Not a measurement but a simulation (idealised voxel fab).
Module name: voxel gate over fins (process module)
The cross-section on display is named cut; it measures 235 nm wide, and its cells are 5 nm squares.
A cross-section is written here as square cells arranged in a grid, and it is given in bands from the top down, each band taking up one or more rows of cells. Top, bottom (nm), then materials left to right with widths (nm); lone material tagged "all across" fills the whole band edge to edge; "blank" = empty space. For the purposes of this specification, 0 denotes the height below which the wafer in its as-received condition is composed wholly of one material, and the lowermost band, lacking a lower limit, extends downward without end, as expressed in "0 nm and below". The expression "30->40" gives the width at the extremes of the band, the first number at its top row of cells and the second at its bottom row, with the width changing by equal amounts from each row to the next in between. "no change" after a step means that no cell of the cross-section changed. "Encapsulated voids" specifies each empty space that is not open to the top and that occupies no fewer than 8 cells, using the form width x height at distance, the distance measured from the left edge and all three quantities in nm. Text after the settings on a step's line: the simulator's own remark on that step. A step line may carry the setting "overlay nm", which, for steps involving a mask, states the distance by which the mask lay to the right of its intended position; negative values denote displacement to the left.
### This section lists the process steps that were planned
| 1 | RECEIVE with material Si |
| 2 | CONFORMAL_DEP with material SiN, thk nm 10 |
| 3 | PATTERN with tone cover, mask id FINS, material resist, width nm 15, pitch nm 55, thk nm 15, overlay nm 0 |
| 4 | DIRECTIONAL_ETCH with etch materials SiN, depth nm 10 |
| 5 | DIRECTIONAL_ETCH with etch materials Si, depth nm 40 |
| 6 | STRIP with etch materials resist |
| 7 | OXIDIZE with depth nm 5 |
| 8 | FILL_DEP with material SiO2, thk nm 5 |
| 9 | CMP with height nm 10 |
| 10 | DIRECTIONAL_DEP with material aC, thk nm 15 |
| 11 | PATTERN with tone open, mask id RAIL, material resist, width nm 15, thk nm 30, overlay nm 0 |
| 12 | DIRECTIONAL_ETCH with etch materials aC, depth nm 15 |
| 13 | STRIP with etch materials resist |
| 14 | DIRECTIONAL_ETCH with etch materials SiO2, depth nm 45 |
| 15 | STRIP with etch materials aC |
| 16 | CONFORMAL_DEP with material TiN, thk nm 5 |
| 17 | FILL_DEP with material Ru, thk nm 10 |
| 18 | CMP with height nm 10 |
| 19 | SELECTIVE_ETCH with etch materials W Ru TiN, depth nm 30 |
| 20 | FILL_DEP with material SiO2, thk nm 5 |
| 21 | CMP with height nm 10 |
| 22 | SELECTIVE_ETCH with etch materials SiO2, depth nm 25 |
| 23 | STRIP with etch materials SiN |
| 24 | CONFORMAL_DEP with material HfO2, thk nm 5 |
| 25 | CONFORMAL_DEP with material TiN, thk nm 5 |
| 26 | FILL_DEP with material W, thk nm 10 |
| 27 | CMP with height nm 15 |
| 28 | CONFORMAL_DEP with material SiN, thk nm 10 |
### As-received wafer cross-section (after step 1)
* 0 nm and below  Si all across
* Encapsulated voids: none
### One mistake in running the module, otherwise start and plan as above: cross-section at the end
* 25 nm to 15 nm  SiN all across
* 15 nm to 10 nm  W all across
* 10 nm to 5 nm  W (55) | TiN (25) | W (30) | TiN (25) | W (30) | TiN (25) | W (45)
* 5 nm to 0 nm  W (55) | TiN (5) | HfO2 (15) | TiN (5) | W (30) | TiN (5) | HfO2 (15) | TiN (5) | W (30) | TiN (5) | HfO2 (15) | TiN (5) | W (45)
* 0 nm to -5 nm  W (55) | TiN (5) | HfO2 (5) | Si (5) | HfO2 (5) | TiN (5) | W (30) | TiN (5) | HfO2 (5) | Si (5) | HfO2 (5) | TiN (5) | W (30) | TiN (5) | HfO2 (5) | Si (5) | HfO2 (5) | TiN (5) | W (45)
* -5 nm to -10 nm  TiN (60) | HfO2 (5) | Si (5) | HfO2 (5) | TiN (40) | HfO2 (5) | Si (5) | HfO2 (5) | TiN (40) | HfO2 (5) | Si (5) | HfO2 (5) | TiN (50)
* -10 nm to -15 nm  HfO2 (65) | Si (5) | HfO2 (50) | Si (5) | HfO2 (50) | Si (5) | HfO2 (55)
* -15 nm to -20 nm  SiO2 (65) | Si (5) | SiO2 (50) | Si (5) | SiO2 (50) | Si (5) | SiO2 (55)
* -20 nm to -30 nm  SiO2 (65) | Si (5) | SiO2 (10) | TiN (5) | Ru (5) | TiN (5) | SiO2 (25) | Si (5) | SiO2 (50) | Si (5) | SiO2 (55)
* -30 nm to -35 nm  SiO2 (65) | Si (5) | SiO2 (10) | TiN (15) | SiO2 (25) | Si (5) | SiO2 (50) | Si (5) | SiO2 (55)
* -35 nm to -45 nm  SiO2 (65) | Si (5) | SiO2 (50) | Si (5) | SiO2 (50) | Si (5) | SiO2 (55)
* -45 nm and below  Si all across
* Encapsulated voids: none
Finding, execution versus plan: step 3 was not run as planned; what actually ran was PATTERN with tone cover, mask id FINS, material resist, width nm 15, pitch nm 55, thk nm 15, overlay nm 5
